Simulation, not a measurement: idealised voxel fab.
Process module under the name voxel trench capacitor
Section shown: cut. Width: 230 nm. Cell size: 5 nm, square.
Cross-section format: a grid of square cells, given as bands from top to bottom; each band is one or more rows of cells.
Band: top height; bottom height; in nm. Then, left to right: material with width in nm, for each material. "everywhere": a single material spanning edge to edge. "air": empty space.
All heights in this document are referenced to 0, defined as the level beneath which the wafer, as received, consists entirely of one material. The lowest band is not bounded below; it extends indefinitely downward and is written in the form "from 0 down".
The width entry "30..40" should be interpreted row by row: the top row of cells in the band takes the first number, the bottom row takes the second number, and the change between adjacent rows is uniform throughout.
A step reported as "identical to before" is a step in which no cell of the cross-section changed.
The label "Closed void list" introduces a list of the empty spaces, 8 cells or larger, that have no open way up to the top; each entry in it reads width x height at distance, where the distance is taken from the left edge and all three are stated in nm.
Note: text after step settings on the step line = simulator remark on that step.
The setting "overlay nm" may be written on the line of a step. When the step uses a mask, the value reports how far to the right of the planned place the mask lay, and a negative value reports that it lay to the left.
Pairs, read this way: before one process step on the one hand, after it on the other, the after cross-section ending at the lowest band that changed; the step between, settings included, beneath. Same starting wafer throughout, but possibly different runs of this module, so no pair continues from the pair above unless its entry headed "Pre-step geometry" says so.
[Pre-step geometry]
  from 45 to 15  70 of air / 30 of resist / 25 of air / 30 of resist / 75 of air
  from 15 to 5  aC everywhere
  from 5 to 0  SiN everywhere
  from 0 down  Si everywhere
  Closed void list: none
[Resultant Cross-Section]
  from 35 to 15  70 of air / 30 of resist / 25 of air / 30 of resist / 75 of air
  from 15 to 5  70 of air / 30 of aC / 25 of air / 30 of aC / 75 of air
  Unchanged below 5.
  Closed void list: none
Step applied between the pre-step and post-step cross-sections shown above: DIRECTIONAL_ETCH, etch materials aC, depth nm 10
Pre-step geometry: the after view from the pair directly above serves as the before view here.
[Resultant Cross-Section]
  from 15 to 5  70 of air / 30 of aC / 25 of air / 30 of aC / 75 of air
  Unchanged below 5.
  Closed void list: none
Step applied between the pre-step and post-step cross-sections shown above: STRIP, etch materials resist
Pre-step geometry: the after view from the pair directly above serves as the before view here.
[Resultant Cross-Section]
  from 15 to 5  70 of air / 30 of aC / 25 of air / 30 of aC / 75 of air
  from 5 to 0  70 of air / 30 of SiN / 25 of air / 30 of SiN / 75 of air
  Unchanged below 0.
  Closed void list: none
Step applied between the pre-step and post-step cross-sections shown above: DIRECTIONAL_ETCH, etch materials SiN, depth nm 5
Pre-step geometry: the after view from the pair directly above serves as the before view here.
[Resultant Cross-Section]
  from 15 to 5  70 of air / 30 of aC / 25 of air / 30 of aC / 75 of air
  from 5 to 0  70 of air / 30 of SiN / 25 of air / 30 of SiN / 75 of air
  from 0 to -30  70 of air / 30 of Si / 25 of air / 30 of Si / 75 of air
  Unchanged below -30.
  Closed void list: none
Step applied between the pre-step and post-step cross-sections shown above: DIRECTIONAL_ETCH, etch materials Si, depth nm 30
Pre-step geometry: the after view from the pair directly above serves as the before view here.
[Resultant Cross-Section]
  from 5 to 0  70 of air / 30 of SiN / 25 of air / 30 of SiN / 75 of air
  Unchanged below 0.
  Closed void list: none
Step applied between the pre-step and post-step cross-sections shown above: STRIP, etch materials aC
Pre-step geometry: the after view from the pair directly above serves as the before view here.
[Resultant Cross-Section]
  from 10 to 5  65 of air / 40 of HfO2 / 15 of air / 40 of HfO2 / 70 of air
  from 5 to 0  65 of air / 5 of HfO2 / 30 of SiN / 5 of HfO2 / 15 of air / 5 of HfO2 / 30 of SiN / 5 of HfO2 / 70 of air
  from 0 to -25  65 of air / 5 of HfO2 / 30 of Si / 5 of HfO2 / 15 of air / 5 of HfO2 / 30 of Si / 5 of HfO2 / 70 of air
  from -25 to -30  70 of HfO2 / 30 of Si / 25 of HfO2 / 30 of Si / 75 of HfO2
  Unchanged below -30.
  Closed void list: none
Step applied between the pre-step and post-step cross-sections shown above: CONFORMAL_DEP, material HfO2, thk nm 5
Pre-step geometry: the after view from the pair directly above serves as the before view here.
[Resultant Cross-Section]
  from 15 to 10  60 of air / 50 of TiN / 5 of air / 50 of TiN / 65 of air
  from 10 to 5  60 of air / 5 of TiN / 40 of HfO2 / 5 of TiN / 5 of air / 5 of TiN / 40 of HfO2 / 5 of TiN / 65 of air
  from 5 to 0  60 of air / 5 of TiN / 5 of HfO2 / 30 of SiN / 5 of HfO2 / 5 of TiN / 5 of air / 5 of TiN / 5 of HfO2 / 30 of SiN / 5 of HfO2 / 5 of TiN / 65 of air
  from 0 to -20  60 of air / 5 of TiN / 5 of HfO2 / 30 of Si / 5 of HfO2 / 5 of TiN / 5 of air / 5 of TiN / 5 of HfO2 / 30 of Si / 5 of HfO2 / 5 of TiN / 65 of air
  from -20 to -25  65 of TiN / 5 of HfO2 / 30 of Si / 5 of HfO2 / 15 of TiN / 5 of HfO2 / 30 of Si / 5 of HfO2 / 70 of TiN
  Unchanged below -25.
  Closed void list: none
Step applied between the pre-step and post-step cross-sections shown above: CONFORMAL_DEP, material TiN, thk nm 5
Pre-step geometry: the after view from the pair directly above serves as the before view here.
[Resultant Cross-Section]
  from 20 to 15  W everywhere
  from 15 to 10  60 of W / 50 of TiN / 5 of W / 50 of TiN / 65 of W
  from 10 to 5  60 of W / 5 of TiN / 40 of HfO2 / 5 of TiN / 5 of W / 5 of TiN / 40 of HfO2 / 5 of TiN / 65 of W
  from 5 to 0  60 of W / 5 of TiN / 5 of HfO2 / 30 of SiN / 5 of HfO2 / 5 of TiN / 5 of W / 5 of TiN / 5 of HfO2 / 30 of SiN / 5 of HfO2 / 5 of TiN / 65 of W
  from 0 to -20  60 of W / 5 of TiN / 5 of HfO2 / 30 of Si / 5 of HfO2 / 5 of TiN / 5 of W / 5 of TiN / 5 of HfO2 / 30 of Si / 5 of HfO2 / 5 of TiN / 65 of W
  Unchanged below -20.
  Closed void list: none
Step applied between the pre-step and post-step cross-sections shown above: FILL_DEP, material W, thk nm 5
Pre-step geometry: the after view from the pair directly above serves as the before view here.
[Resultant Cross-Section]
  from 5 to 0  60 of W / 5 of TiN / 5 of HfO2 / 30 of SiN / 5 of HfO2 / 5 of TiN / 5 of W / 5 of TiN / 5 of HfO2 / 30 of SiN / 5 of HfO2 / 5 of TiN / 65 of W
  Unchanged below 0.
  Closed void list: none
Step applied between the pre-step and post-step cross-sections shown above: CMP, height nm 5
